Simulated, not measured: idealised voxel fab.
A process module follows: voxel capacitor over wiring.
Square cells of 5 nm make up the cross-section cut, whose width is 235 nm.
Cross-section = grid of square cells, listed top down in bands; band = one or more rows.
Quick guide to a band line: top height, bottom height (nm) up front; then every material left to right with its width in nm. Only one material and it's marked "throughout"? Then it fills the band edge to edge. And "empty" just means empty space.
The level at which height equals 0 is the one under which the wafer, as it arrives, is entirely one material. No lower edge exists for the bottom band, which continues downward and is notated as in "0 down".
You'd read "30->40" like this: the band's top row of cells is as wide as the first number, its bottom row is as wide as the second, and going down, every row changes width by the same amount as the row before did.
"no change" for a step: no cell of the cross-section changed in that step.
The entry titled "Sealed void list" provides the empty spaces that have no open way to the top, restricted to those of 8 cells or more. Each is presented as width x height at distance, the distance being measured from the left edge, with all three in nm.
Note: text after step settings on the step line = simulator remark on that step.
overlay nm: where the mask lay relative to plan, measured to the right, on steps with a mask; negatives go left.
Everything after this point is organized in pairs: a cross-section before one process step, a cross-section after it that shows only as deep as the lowest changed band, and, under the pair, the intervening step with its settings. Because different runs of this module on the same starting wafer can supply different pairs, a pair continues from the pair above it only if its entry headed "Structure before processing" says so.

# Structure before processing
    50 to 35 = SiO2 throughout
    35 to 30 = SiCN throughout
    30 to 15 = 60 of lowk, 5 of TiN, 15 of Ru, 5 of TiN, 65 of lowk, 5 of TiN, 15 of Ru, 5 of TiN, 60 of lowk
    15 to 10 = 60 of SiCN, 25 of TiN, 65 of SiCN, 25 of TiN, 60 of SiCN
    10 to 0 = SiO2 throughout
    0 down = Si throughout
    Sealed void list: none

# Post-Step Cross-Section
    60 to 50 = aC throughout
    Unchanged below 50.
    Sealed void list: none
Step sandwiched between the two cross-sections above: DIRECTIONAL_DEP [material aC] [thk nm 10]

Structure before processing: taken from the pair above, after panel.

# Post-Step Cross-Section
    85 to 60 = 70 of resist, 15 of empty, 150 of resist
    Unchanged below 60.
    Sealed void list: none
Step sandwiched between the two cross-sections above: PATTERN [tone open] [mask id PLUG_1] [material resist] [width nm 15] [thk nm 25] [overlay nm 0]

Structure before processing: taken from the pair above, after panel.

# Post-Step Cross-Section
    75 to 60 = 70 of resist, 15 of empty, 150 of resist
    60 to 50 = 70 of aC, 15 of empty, 150 of aC
    Unchanged below 50.
    Sealed void list: none
Step sandwiched between the two cross-sections above: DIRECTIONAL_ETCH [etch materials aC] [depth nm 10]

Structure before processing: taken from the pair above, after panel.

# Post-Step Cross-Section
    60 to 50 = 70 of aC, 15 of empty, 150 of aC
    Unchanged below 50.
    Sealed void list: none
Step sandwiched between the two cross-sections above: STRIP [etch materials resist]

Structure before processing: taken from the pair above, after panel.

# Post-Step Cross-Section
    60 to 50 = 70 of aC, 15 of empty, 150 of aC
    50 to 40 = 70 of SiO2, 15 of empty, 150 of SiO2
    Unchanged below 40.
    Sealed void list: none
Step sandwiched between the two cross-sections above: DIRECTIONAL_ETCH [etch materials SiO2] [depth nm 10]

Structure before processing: taken from the pair above, after panel.

# Post-Step Cross-Section
    50 to 40 = 70 of SiO2, 15 of empty, 150 of SiO2
    Unchanged below 40.
    Sealed void list: none
Step sandwiched between the two cross-sections above: STRIP [etch materials aC]

Structure before processing: taken from the pair above, after panel.

# Post-Step Cross-Section
    60 to 50 = 70 of TiN, 15 of empty, 150 of TiN
    50 to 40 = 70 of SiO2, 15 of TiN, 150 of SiO2
    Unchanged below 40.
    Sealed void list: none
Step sandwiched between the two cross-sections above: DIRECTIONAL_DEP [material TiN] [thk nm 10]

Structure before processing: taken from the pair above, after panel.

# Post-Step Cross-Section
    65 to 60 = 70 of Al2O3, 15 of empty, 150 of Al2O3
    60 to 55 = 70 of TiN, 15 of empty, 150 of TiN
    55 to 50 = 70 of TiN, 15 of Al2O3, 150 of TiN
    Unchanged below 50.
    Sealed void list: none
Step sandwiched between the two cross-sections above: DIRECTIONAL_DEP [material Al2O3] [thk nm 5]

Structure before processing: taken from the pair above, after panel.

# Post-Step Cross-Section
    70 to 65 = 70 of TiN, 15 of empty, 150 of TiN
    65 to 60 = 70 of Al2O3, 15 of empty, 150 of Al2O3
    60 to 55 = TiN throughout
    Unchanged below 55.
    Sealed void list: none
Step sandwiched between the two cross-sections above: DIRECTIONAL_DEP [material TiN] [thk nm 5]

Structure before processing: taken from the pair above, after panel.

# Post-Step Cross-Section
    70 to 65 = 85 of empty, 55 of TiN, 95 of empty
    Unchanged below 65.
    Sealed void list: none
Step sandwiched between the two cross-sections above: MASKED_ETCH [tone cover] [mask id UPPER_PLATE] [width nm 70] [etch materials TiN] [depth nm 5] [overlay nm 0]

Structure before processing: taken from the pair above, after panel.

# Post-Step Cross-Section
    70 to 65 = 85 of empty, 55 of TiN, 95 of empty
    65 to 60 = 85 of empty, 55 of Al2O3, 95 of empty
    Unchanged below 60.
    Sealed void list: none
Step sandwiched between the two cross-sections above: MASKED_ETCH [tone cover] [mask id UPPER_PLATE] [width nm 70] [etch materials Al2O3] [depth nm 5] [overlay nm 0]

Structure before processing: taken from the pair above, after panel.

# Post-Step Cross-Section
    70 to 65 = 85 of empty, 55 of TiN, 95 of empty
    65 to 60 = 85 of empty, 55 of Al2O3, 95 of empty
    60 to 55 = 65 of empty, 80 of TiN, 90 of empty
    55 to 50 = 65 of empty, 5 of TiN, 15 of Al2O3, 60 of TiN, 90 of empty
    Unchanged below 50.
    Sealed void list: none
Step sandwiched between the two cross-sections above: MASKED_ETCH [tone cover] [mask id LOWER_PLATE] [width nm 80] [etch materials TiN] [depth nm 10] [overlay nm 0]

Structure before processing: taken from the pair above, after panel.

# Post-Step Cross-Section
    90 to 70 = SiO2 throughout
    70 to 65 = 85 of SiO2, 55 of TiN, 95 of SiO2
    65 to 60 = 85 of SiO2, 55 of Al2O3, 95 of SiO2
    60 to 55 = 65 of SiO2, 80 of TiN, 90 of SiO2
    55 to 50 = 65 of SiO2, 5 of TiN, 15 of Al2O3, 60 of TiN, 90 of SiO2
    Unchanged below 50.
    Sealed void list: none
Step sandwiched between the two cross-sections above: FILL_DEP [material SiO2] [thk nm 20]

Structure before processing: taken from the pair above, after panel.

# Post-Step Cross-Section
    80 to 70 = SiO2 throughout
    Unchanged below 70.
    Sealed void list: none
Step sandwiched between the two cross-sections above: CMP [height nm 80]

Structure before processing: taken from the pair above, after panel.

# Post-Step Cross-Section
    80 to 70 = 80 of SiO2, 15 of empty, 140 of SiO2
    70 to 65 = 80 of SiO2, 5 of empty, 55 of TiN, 95 of SiO2
    Unchanged below 65.
    Sealed void list: none
Step sandwiched between the two cross-sections above: MASKED_ETCH [tone open] [mask id PLUG_2] [width nm 15] [etch materials SiO2] [depth nm 15] [overlay nm 0]

Structure before processing: taken from the pair above, after panel.

# Post-Step Cross-Section
    85 to 80 = 85 of TiN, 5 of empty, 145 of TiN
    80 to 75 = 80 of SiO2, 5 of TiN, 5 of empty, 5 of TiN, 140 of SiO2
    75 to 65 = 80 of SiO2, 15->60 of TiN, 140->95 of SiO2
    Unchanged below 65.
    Sealed void list: none
Step sandwiched between the two cross-sections above: CONFORMAL_DEP [material TiN] [thk nm 5]

Structure before processing: taken from the pair above, after panel.

# Post-Step Cross-Section
    95 to 85 = W throughout
    85 to 80 = 85 of TiN, 5 of W, 145 of TiN
    80 to 75 = 80 of SiO2, 5 of TiN, 5 of W, 5 of TiN, 140 of SiO2
    Unchanged below 75.
    Sealed void list: none
Step sandwiched between the two cross-sections above: FILL_DEP [material W] [thk nm 10]

Structure before processing: taken from the pair above, after panel.

# Post-Step Cross-Section
    80 to 75 = 80 of SiO2, 5 of TiN, 5 of W, 5 of TiN, 140 of SiO2
    Unchanged below 75.
    Sealed void list: none
Step sandwiched between the two cross-sections above: CMP [height nm 80]

Structure before processing: taken from the pair above, after panel.

# Post-Step Cross-Section
    85 to 80 = SiN throughout
    Unchanged below 80.
    Sealed void list: none
Step sandwiched between the two cross-sections above: CONFORMAL_DEP [material SiN] [thk nm 5]

# Structure before processing
    65 to 60 = 70 of empty, 70 of TiN, 95 of empty
    60 to 55 = 70 of empty, 70 of Al2O3, 95 of empty
    55 to 45 = TiN throughout
    45 to 35 = 70 of SiO2, 15 of Ru, 150 of SiO2
    35 to 30 = 70 of SiCN, 15 of Ru, 150 of SiCN
    30 to 15 = 60 of lowk, 5 of TiN, 15 of Ru, 5 of TiN, 65 of lowk, 5 of TiN, 15 of Ru, 5 of TiN, 60 of lowk
    15 to 10 = 60 of SiCN, 25 of TiN, 65 of SiCN, 25 of TiN, 60 of SiCN
    10 to 0 = SiO2 throughout
    0 down = Si throughout
    Sealed void list: none

# Post-Step Cross-Section
    65 to 60 = 70 of empty, 70 of TiN, 95 of empty
    60 to 55 = 70 of empty, 70 of Al2O3, 95 of empty
    55 to 45 = 60 of empty, 90 of TiN, 85 of empty
    Unchanged below 45.
    Sealed void list: none
Step sandwiched between the two cross-sections above: MASKED_ETCH [tone cover] [mask id LOWER_PLATE] [width nm 90] [etch materials TiN] [depth nm 10] [overlay nm 0]

Structure before processing: taken from the pair above, after panel.

# Post-Step Cross-Section
    85 to 65 = SiO2 throughout
    65 to 60 = 70 of SiO2, 70 of TiN, 95 of SiO2
    60 to 55 = 70 of SiO2, 70 of Al2O3, 95 of SiO2
    55 to 45 = 60 of SiO2, 90 of TiN, 85 of SiO2
    Unchanged below 45.
    Sealed void list: none
Step sandwiched between the two cross-sections above: FILL_DEP [material SiO2] [thk nm 20]

Structure before processing: taken from the pair above, after panel.

# Post-Step Cross-Section
    80 to 65 = SiO2 throughout
    Unchanged below 65.
    Sealed void list: none
Step sandwiched between the two cross-sections above: CMP [height nm 80]

Structure before processing: taken from the pair above, after panel.

# Post-Step Cross-Section
    80 to 65 = 80 of SiO2, 15 of empty, 140 of SiO2
    Unchanged below 65.
    Sealed void list: none
Step sandwiched between the two cross-sections above: MASKED_ETCH [tone open] [mask id PLUG_2] [width nm 15] [etch materials SiO2] [depth nm 15] [overlay nm 0]

Structure before processing: taken from the pair above, after panel.

# Post-Step Cross-Section
    85 to 80 = 85 of TiN, 5 of empty, 145 of TiN
    80 to 70 = 80 of SiO2, 5 of TiN, 5 of empty, 5 of TiN, 140 of SiO2
    70 to 60 = 80->70 of SiO2, 15->70 of TiN, 140->95 of SiO2
    Unchanged below 60.
    Sealed void list: none
Step sandwiched between the two cross-sections above: CONFORMAL_DEP [material TiN] [thk nm 5]

Structure before processing: taken from the pair above, after panel.

# Post-Step Cross-Section
    95 to 85 = W throughout
    85 to 80 = 85 of TiN, 5 of W, 145 of TiN
    80 to 70 = 80 of SiO2, 5 of TiN, 5 of W, 5 of TiN, 140 of SiO2
    Unchanged below 70.
    Sealed void list: none
Step sandwiched between the two cross-sections above: FILL_DEP [material W] [thk nm 10]

Structure before processing: taken from the pair above, after panel.

# Post-Step Cross-Section
    80 to 70 = 80 of SiO2, 5 of TiN, 5 of W, 5 of TiN, 140 of SiO2
    Unchanged below 70.
    Sealed void list: none
Step sandwiched between the two cross-sections above: CMP [height nm 80]

Structure before processing: taken from the pair above, after panel.

# Post-Step Cross-Section
    85 to 80 = SiN throughout
    Unchanged below 80.
    Sealed void list: none
Step sandwiched between the two cross-sections above: CONFORMAL_DEP [material SiN] [thk nm 5]

# Structure before processing
    30 to 15 = 60 of lowk, 25 of empty, 65 of lowk, 25 of empty, 60 of lowk
    15 to 10 = SiCN throughout
    10 to 0 = SiO2 throughout
    0 down = Si throughout
    Sealed void list: none

# Post-Step Cross-Section
    30 to 15 = 60 of lowk, 25 of empty, 65 of lowk, 25 of empty, 60 of lowk
    15 to 10 = 70 of SiCN, 15 of empty, 75 of SiCN, 15 of empty, 60 of SiCN
    Unchanged below 10.
    Sealed void list: none
Step sandwiched between the two cross-sections above: MASKED_ETCH [tone open] [mask id METAL_1] [width nm 25] [pitch nm 90] [etch materials SiCN] [depth nm 5] [overlay nm 10]

Structure before processing: taken from the pair above, after panel.

# Post-Step Cross-Section
    35 to 30 = 65 of TiN, 15 of empty, 75 of TiN, 15 of empty, 65 of TiN
    30 to 20 = 60 of lowk, 5 of TiN, 15 of empty, 5 of TiN, 65 of lowk, 5 of TiN, 15 of empty, 5 of TiN, 60 of lowk
    20 to 15 = 60 of lowk, 15 of TiN, 5 of empty, 5 of TiN, 65 of lowk, 15 of TiN, 5 of empty, 5 of TiN, 60 of lowk
    15 to 10 = 70 of SiCN, 15 of TiN, 75 of SiCN, 15 of TiN, 60 of SiCN
    Unchanged below 10.
    Sealed void list: none
Step sandwiched between the two cross-sections above: CONFORMAL_DEP [material TiN] [thk nm 5]

Structure before processing: taken from the pair above, after panel.

# Post-Step Cross-Section
    40 to 35 = Ru throughout
    35 to 30 = 65 of TiN, 15 of Ru, 75 of TiN, 15 of Ru, 65 of TiN
    30 to 20 = 60 of lowk, 5 of TiN, 15 of Ru, 5 of TiN, 65 of lowk, 5 of TiN, 15 of Ru, 5 of TiN, 60 of lowk
    20 to 15 = 60 of lowk, 15 of TiN, 5 of Ru, 5 of TiN, 65 of lowk, 15 of TiN, 5 of Ru, 5 of TiN, 60 of lowk
    Unchanged below 15.
    Sealed void list: none
Step sandwiched between the two cross-sections above: FILL_DEP [material Ru] [thk nm 5]

Structure before processing: taken from the pair above, after panel.

# Post-Step Cross-Section
    30 to 20 = 60 of lowk, 5 of TiN, 15 of Ru, 5 of TiN, 65 of lowk, 5 of TiN, 15 of Ru, 5 of TiN, 60 of lowk
    Unchanged below 20.
    Sealed void list: none
Step sandwiched between the two cross-sections above: CMP [height nm 30]

Structure before processing: taken from the pair above, after panel.

# Post-Step Cross-Section
    35 to 30 = SiCN throughout
    Unchanged below 30.
    Sealed void list: none
Step sandwiched between the two cross-sections above: CONFORMAL_DEP [material SiCN] [thk nm 5]

Structure before processing: taken from the pair above, after panel.

# Post-Step Cross-Section
    45 to 35 = SiO2 throughout
    Unchanged below 35.
    Sealed void list: none
Step sandwiched between the two cross-sections above: DIRECTIONAL_DEP [material SiO2] [thk nm 10]

Structure before processing: taken from the pair above, after panel.

# Post-Step Cross-Section
    55 to 45 = aC throughout
    Unchanged below 45.
    Sealed void list: none
Step sandwiched between the two cross-sections above: DIRECTIONAL_DEP [material aC] [thk nm 10]

Structure before processing: taken from the pair above, after panel.

# Post-Step Cross-Section
    80 to 55 = 70 of resist, 15 of empty, 150 of resist
    Unchanged below 55.
    Sealed void list: none
Step sandwiched between the two cross-sections above: PATTERN [tone open] [mask id PLUG_1] [material resist] [width nm 15] [thk nm 25] [overlay nm 0]

Structure before processing: taken from the pair above, after panel.

# Post-Step Cross-Section
    70 to 55 = 70 of resist, 15 of empty, 150 of resist
    55 to 45 = 70 of aC, 15 of empty, 150 of aC
    Unchanged below 45.
    Sealed void list: none
Step sandwiched between the two cross-sections above: DIRECTIONAL_ETCH [etch materials aC] [depth nm 10]

Structure before processing: taken from the pair above, after panel.

# Post-Step Cross-Section
    55 to 45 = 70 of aC, 15 of empty, 150 of aC
    Unchanged below 45.
    Sealed void list: none
Step sandwiched between the two cross-sections above: STRIP [etch materials resist]

Structure before processing: taken from the pair above, after panel.

# Post-Step Cross-Section
    55 to 45 = 70 of aC, 15 of empty, 150 of aC
    45 to 35 = 70 of SiO2, 15 of empty, 150 of SiO2
    Unchanged below 35.
    Sealed void list: none
Step sandwiched between the two cross-sections above: DIRECTIONAL_ETCH [etch materials SiO2] [depth nm 10]

Structure before processing: taken from the pair above, after panel.

# Post-Step Cross-Section
    55 to 45 = 70 of aC, 15 of empty, 150 of aC
    45 to 35 = 70 of SiO2, 15 of empty, 150 of SiO2
    35 to 30 = 70 of SiCN, 15 of empty, 150 of SiCN
    Unchanged below 30.
    Sealed void list: none
Step sandwiched between the two cross-sections above: DIRECTIONAL_ETCH [etch materials SiCN] [depth nm 5]

Structure before processing: taken from the pair above, after panel.

# Post-Step Cross-Section
    45 to 35 = 70 of SiO2, 15 of empty, 150 of SiO2
    Unchanged below 35.
    Sealed void list: none
Step sandwiched between the two cross-sections above: STRIP [etch materials aC]

Structure before processing: taken from the pair above, after panel.

# Post-Step Cross-Section
    45 to 40 = 70 of SiO2, 15 of empty, 150 of SiO2
    40 to 35 = 70 of SiO2, 15 of Ru, 150 of SiO2
    35 to 30 = 70 of SiCN, 15 of Ru, 150 of SiCN
    Unchanged below 30.
    Sealed void list: none
Step sandwiched between the two cross-sections above: EPI [material Ru] [thk nm 10]

Structure before processing: taken from the pair above, after panel.

# Post-Step Cross-Section
    45 to 35 = 70 of SiO2, 15 of Ru, 150 of SiO2
    Unchanged below 35.
    Sealed void list: none
Step sandwiched between the two cross-sections above: EPI [material Ru] [thk nm 5]

Structure before processing: taken from the pair above, after panel.

# Post-Step Cross-Section
    55 to 45 = TiN throughout
    Unchanged below 45.
    Sealed void list: none
Step sandwiched between the two cross-sections above: DIRECTIONAL_DEP [material TiN] [thk nm 10]

Structure before processing: taken from the pair above, after panel.

# Post-Step Cross-Section
    60 to 55 = Al2O3 throughout
    Unchanged below 55.
    Sealed void list: none
Step sandwiched between the two cross-sections above: DIRECTIONAL_DEP [material Al2O3] [thk nm 5]

Structure before processing: taken from the pair above, after panel.

# Post-Step Cross-Section
    65 to 60 = TiN throughout
    Unchanged below 60.
    Sealed void list: none
Step sandwiched between the two cross-sections above: DIRECTIONAL_DEP [material TiN] [thk nm 5]

Structure before processing: taken from the pair above, after panel.

# Post-Step Cross-Section
    65 to 60 = 70 of empty, 70 of TiN, 95 of empty
    Unchanged below 60.
    Sealed void list: none
Step sandwiched between the two cross-sections above: MASKED_ETCH [tone cover] [mask id UPPER_PLATE] [width nm 70] [etch materials TiN] [depth nm 5] [overlay nm 0]

Structure before processing: taken from the pair above, after panel.

# Post-Step Cross-Section
    65 to 60 = 70 of empty, 70 of TiN, 95 of empty
    60 to 55 = 70 of empty, 70 of Al2O3, 95 of empty
    Unchanged below 55.
    Sealed void list: none
Step sandwiched between the two cross-sections above: MASKED_ETCH [tone cover] [mask id UPPER_PLATE] [width nm 70] [etch materials Al2O3] [depth nm 5] [overlay nm 0]

Structure before processing: taken from the pair above, after panel.

# Post-Step Cross-Section
    65 to 60 = 70 of empty, 70 of TiN, 95 of empty
    60 to 55 = 70 of empty, 70 of Al2O3, 95 of empty
    55 to 45 = 65 of empty, 80 of TiN, 90 of empty
    Unchanged below 45.
    Sealed void list: none
Step sandwiched between the two cross-sections above: MASKED_ETCH [tone cover] [mask id LOWER_PLATE] [width nm 80] [etch materials TiN] [depth nm 10] [overlay nm 0]

Structure before processing: taken from the pair above, after panel.

# Post-Step Cross-Section
    85 to 65 = SiO2 throughout
    65 to 60 = 70 of SiO2, 70 of TiN, 95 of SiO2
    60 to 55 = 70 of SiO2, 70 of Al2O3, 95 of SiO2
    55 to 45 = 65 of SiO2, 80 of TiN, 90 of SiO2
    Unchanged below 45.
    Sealed void list: none
Step sandwiched between the two cross-sections above: FILL_DEP [material SiO2] [thk nm 20]

Structure before processing: taken from the pair above, after panel.

# Post-Step Cross-Section
    80 to 65 = SiO2 throughout
    Unchanged below 65.
    Sealed void list: none
Step sandwiched between the two cross-sections above: CMP [height nm 80]

Structure before processing: taken from the pair above, after panel.

# Post-Step Cross-Section
    80 to 65 = 80 of SiO2, 15 of empty, 140 of SiO2
    Unchanged below 65.
    Sealed void list: none
Step sandwiched between the two cross-sections above: MASKED_ETCH [tone open] [mask id PLUG_2] [width nm 15] [etch materials SiO2] [depth nm 15] [overlay nm 0]

Structure before processing: taken from the pair above, after panel.

# Post-Step Cross-Section
    85 to 80 = 85 of TiN, 5 of empty, 145 of TiN
    80 to 70 = 80 of SiO2, 5 of TiN, 5 of empty, 5 of TiN, 140 of SiO2
    70 to 60 = 80->70 of SiO2, 15->70 of TiN, 140->95 of SiO2
    Unchanged below 60.
    Sealed void list: none
Step sandwiched between the two cross-sections above: CONFORMAL_DEP [material TiN] [thk nm 5]

Structure before processing: taken from the pair above, after panel.

# Post-Step Cross-Section
    95 to 85 = W throughout
    85 to 80 = 85 of TiN, 5 of W, 145 of TiN
    80 to 70 = 80 of SiO2, 5 of TiN, 5 of W, 5 of TiN, 140 of SiO2
    Unchanged below 70.
    Sealed void list: none
Step sandwiched between the two cross-sections above: FILL_DEP [material W] [thk nm 10]

Structure before processing: taken from the pair above, after panel.

# Post-Step Cross-Section
    80 to 70 = 80 of SiO2, 5 of TiN, 5 of W, 5 of TiN, 140 of SiO2
    Unchanged below 70.
    Sealed void list: none
Step sandwiched between the two cross-sections above: CMP [height nm 80]

Structure before processing: taken from the pair above, after panel.

# Post-Step Cross-Section
    85 to 80 = SiN throughout
    Unchanged below 80.
    Sealed void list: none
Step sandwiched between the two cross-sections above: CONFORMAL_DEP [material SiN] [thk nm 5]

# Structure before processing
    45 to 35 = 70 of SiO2, 15 of Ru, 150 of SiO2
    35 to 30 = 70 of SiCN, 15 of Ru, 150 of SiCN
    30 to 15 = 60 of lowk, 5 of TiN, 15 of Ru, 5 of TiN, 65 of lowk, 5 of TiN, 15 of Ru, 5 of TiN, 60 of lowk
    15 to 10 = 60 of SiCN, 25 of TiN, 65 of SiCN, 25 of TiN, 60 of SiCN
    10 to 0 = SiO2 throughout
    0 down = Si throughout
    Sealed void list: none

# Post-Step Cross-Section
    55 to 45 = Ru throughout
    Unchanged below 45.
    Sealed void list: none
Step sandwiched between the two cross-sections above: DIRECTIONAL_DEP [material Ru] [thk nm 10]

Structure before processing: taken from the pair above, after panel.

# Post-Step Cross-Section
    60 to 55 = Al2O3 throughout
    Unchanged below 55.
    Sealed void list: none
Step sandwiched between the two cross-sections above: DIRECTIONAL_DEP [material Al2O3] [thk nm 5]

Structure before processing: taken from the pair above, after panel.

# Post-Step Cross-Section
    65 to 60 = TiN throughout
    Unchanged below 60.
    Sealed void list: none
Step sandwiched between the two cross-sections above: DIRECTIONAL_DEP [material TiN] [thk nm 5]

Structure before processing: taken from the pair above, after panel.

# Post-Step Cross-Section
    65 to 60 = 70 of empty, 70 of TiN, 95 of empty
    Unchanged below 60.
    Sealed void list: none
Step sandwiched between the two cross-sections above: MASKED_ETCH [tone cover] [mask id UPPER_PLATE] [width nm 70] [etch materials TiN] [depth nm 5] [overlay nm 0]

Structure before processing: taken from the pair above, after panel.

# Post-Step Cross-Section
    65 to 60 = 70 of empty, 70 of TiN, 95 of empty
    60 to 55 = 70 of empty, 70 of Al2O3, 95 of empty
    Unchanged below 55.
    Sealed void list: none
Step sandwiched between the two cross-sections above: MASKED_ETCH [tone cover] [mask id UPPER_PLATE] [width nm 70] [etch materials Al2O3] [depth nm 5] [overlay nm 0]

Structure before processing: taken from the pair above, after panel.

# Post-Step Cross-Section
    85 to 65 = SiO2 throughout
    65 to 60 = 70 of SiO2, 70 of TiN, 95 of SiO2
    60 to 55 = 70 of SiO2, 70 of Al2O3, 95 of SiO2
    Unchanged below 55.
    Sealed void list: none
Step sandwiched between the two cross-sections above: FILL_DEP [material SiO2] [thk nm 20]

Structure before processing: taken from the pair above, after panel.

# Post-Step Cross-Section
    80 to 65 = SiO2 throughout
    Unchanged below 65.
    Sealed void list: none
Step sandwiched between the two cross-sections above: CMP [height nm 80]

Structure before processing: taken from the pair above, after panel.

# Post-Step Cross-Section
    80 to 65 = 80 of SiO2, 15 of empty, 140 of SiO2
    Unchanged below 65.
    Sealed void list: none
Step sandwiched between the two cross-sections above: MASKED_ETCH [tone open] [mask id PLUG_2] [width nm 15] [etch materials SiO2] [depth nm 15] [overlay nm 0]

Structure before processing: taken from the pair above, after panel.

# Post-Step Cross-Section
    85 to 80 = 85 of TiN, 5 of empty, 145 of TiN
    80 to 70 = 80 of SiO2, 5 of TiN, 5 of empty, 5 of TiN, 140 of SiO2
    70 to 60 = 80->70 of SiO2, 15->70 of TiN, 140->95 of SiO2
    Unchanged below 60.
    Sealed void list: none
Step sandwiched between the two cross-sections above: CONFORMAL_DEP [material TiN] [thk nm 5]

Structure before processing: taken from the pair above, after panel.

# Post-Step Cross-Section
    95 to 85 = W throughout
    85 to 80 = 85 of TiN, 5 of W, 145 of TiN
    80 to 70 = 80 of SiO2, 5 of TiN, 5 of W, 5 of TiN, 140 of SiO2
    Unchanged below 70.
    Sealed void list: none
Step sandwiched between the two cross-sections above: FILL_DEP [material W] [thk nm 10]

Structure before processing: taken from the pair above, after panel.

# Post-Step Cross-Section
    80 to 70 = 80 of SiO2, 5 of TiN, 5 of W, 5 of TiN, 140 of SiO2
    Unchanged below 70.
    Sealed void list: none
Step sandwiched between the two cross-sections above: CMP [height nm 80]

Structure before processing: taken from the pair above, after panel.

# Post-Step Cross-Section
    85 to 80 = SiN throughout
    Unchanged below 80.
    Sealed void list: none
Step sandwiched between the two cross-sections above: CONFORMAL_DEP [material SiN] [thk nm 5]

# Structure before processing
    65 to 60 = TiN throughout
    60 to 55 = Al2O3 throughout
    55 to 45 = TiN throughout
    45 to 35 = 70 of SiO2, 15 of Ru, 150 of SiO2
    35 to 30 = 70 of SiCN, 15 of Ru, 150 of SiCN
    30 to 15 = 60 of lowk, 5 of TiN, 15 of Ru, 5 of TiN, 65 of lowk, 5 of TiN, 15 of Ru, 5 of TiN, 60 of lowk
    15 to 10 = 60 of SiCN, 25 of TiN, 65 of SiCN, 25 of TiN, 60 of SiCN
    10 to 0 = SiO2 throughout
    0 down = Si throughout
    Sealed void list: none

# Post-Step Cross-Section
    65 to 60 = 70 of TiN, 70 of empty, 95 of TiN
    Unchanged below 60.
    Sealed void list: none
Step sandwiched between the two cross-sections above: MASKED_ETCH [tone open] [mask id UPPER_PLATE] [width nm 70] [etch materials TiN] [depth nm 5] [overlay nm 0]

Structure before processing: taken from the pair above, after panel.

# Post-Step Cross-Section
    65 to 60 = 65 of empty, 5 of TiN, 70 of empty, 5 of TiN, 90 of empty
    Unchanged below 60.
    Sealed void list: none
Step sandwiched between the two cross-sections above: MASKED_ETCH [tone cover] [mask id LOWER_PLATE] [width nm 80] [etch materials TiN] [depth nm 10] [overlay nm 0]

Structure before processing: taken from the pair above, after panel.

# Post-Step Cross-Section
    85 to 65 = SiO2 throughout
    65 to 60 = 65 of SiO2, 5 of TiN, 70 of SiO2, 5 of TiN, 90 of SiO2
    Unchanged below 60.
    Sealed void list: none
Step sandwiched between the two cross-sections above: FILL_DEP [material SiO2] [thk nm 20]

Structure before processing: taken from the pair above, after panel.

# Post-Step Cross-Section
    80 to 65 = SiO2 throughout
    Unchanged below 65.
    Sealed void list: none
Step sandwiched between the two cross-sections above: CMP [height nm 80]

Structure before processing: taken from the pair above, after panel.

# Post-Step Cross-Section
    80 to 65 = 80 of SiO2, 15 of empty, 140 of SiO2
    Unchanged below 65.
    Sealed void list: none
Step sandwiched between the two cross-sections above: MASKED_ETCH [tone open] [mask id PLUG_2] [width nm 15] [etch materials SiO2] [depth nm 15] [overlay nm 0]

Structure before processing: taken from the pair above, after panel.

# Post-Step Cross-Section
    85 to 80 = 85 of TiN, 5 of empty, 145 of TiN
    80 to 70 = 80 of SiO2, 5 of TiN, 5 of empty, 5 of TiN, 140 of SiO2
    70 to 65 = 80 of SiO2, 15 of TiN, 140 of SiO2
    Unchanged below 65.
    Sealed void list: none
Step sandwiched between the two cross-sections above: CONFORMAL_DEP [material TiN] [thk nm 5]

Structure before processing: taken from the pair above, after panel.

# Post-Step Cross-Section
    95 to 85 = W throughout
    85 to 80 = 85 of TiN, 5 of W, 145 of TiN
    80 to 70 = 80 of SiO2, 5 of TiN, 5 of W, 5 of TiN, 140 of SiO2
    Unchanged below 70.
    Sealed void list: none
Step sandwiched between the two cross-sections above: FILL_DEP [material W] [thk nm 10]

Structure before processing: taken from the pair above, after panel.

# Post-Step Cross-Section
    80 to 70 = 80 of SiO2, 5 of TiN, 5 of W, 5 of TiN, 140 of SiO2
    Unchanged below 70.
    Sealed void list: none
Step sandwiched between the two cross-sections above: CMP [height nm 80]

Structure before processing: taken from the pair above, after panel.

# Post-Step Cross-Section
    85 to 80 = SiN throughout
    Unchanged below 80.
    Sealed void list: none
Step sandwiched between the two cross-sections above: CONFORMAL_DEP [material SiN] [thk nm 5]
